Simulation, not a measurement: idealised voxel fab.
Proc. module: voxel plated lines
Xsec cut, 225 nm wide, square cell size 5 nm.
A cross-section in this document is a grid of square cells, and it is written down as bands, the top band listed before the ones below it; a band is made up of one or more rows of cells.
Per band: top height and bottom height in nm, followed by the left-to-right materials and their widths in nm; "edge to edge" marks a single material spanning edge to edge, "empty" marks empty space.
Note: height 0 marks the level under which the wafer is uniformly one material as received. Lowest band unbounded below, written "0 and below".
A width given as "30..40" starts at the first number in the band's top row and ends at the second number in its bottom row, shifting by an equal amount at every step from row to row.
Reading "nothing different" for a step: not a cell of the cross-section changed in it.
Closed-off voids of 8+ cells (no open route to the top) go in "Closed cavity list", written width x height at distance from the left edge, in nm.
The remark found on a step's line after its settings is issued by the simulator itself and pertains to that step.
Regarding "overlay nm": on a step with a mask, it is the distance the mask lay to the right of its planned place; a negative value places it to the left.

### The planned process steps are enumerated hereunder
1) RECEIVE, material Si
2) CONFORMAL_DEP, material SiO2, thk nm 5
3) DIRECTIONAL_DEP, material TiN, thk nm 5
4) PATTERN, tone open, mask id LINES, material resist, width nm 30, pitch nm 45, thk nm 30, overlay nm 0
5) EPI, material Ru, thk nm 10
6) EPI, material Ru, thk nm 10
7) STRIP, etch materials resist
8) DIRECTIONAL_ETCH, etch materials TiN, depth nm 5
9) CONFORMAL_DEP, material SiN, thk nm 10

### Wafer at receipt (post step 1), cross-section
- 0 and below  Si edge to edge
- Closed cavity list: none

### Cross-sectional result after module completion. Note: starting condition and plan are unchanged from above; one processing mistake was made
- 40 down to 30  empty 35 / SiN 140 / empty 50
- 30 down to 15  empty 35 / SiN 10 / Ru 30 / SiN 15 / Ru 30 / SiN 15 / Ru 30 / SiN 10 / empty 50
- 15 down to 10  SiN 45 / Ru 30 / SiN 15 / Ru 30 / SiN 15 / Ru 30 / SiN 60
- 10 down to 5  SiN 45 / TiN 30 / SiN 15 / TiN 30 / SiN 15 / TiN 30 / SiN 60
- 5 down to 0  SiO2 edge to edge
- 0 and below  Si edge to edge
- Closed cavity list: none
What went wrong in running the wafer? note that step 4 departed from the planned setting and was carried out as PATTERN, tone open, mask id LINES, material resist, width nm 30, pitch nm 45, thk nm 30, overlay nm -5
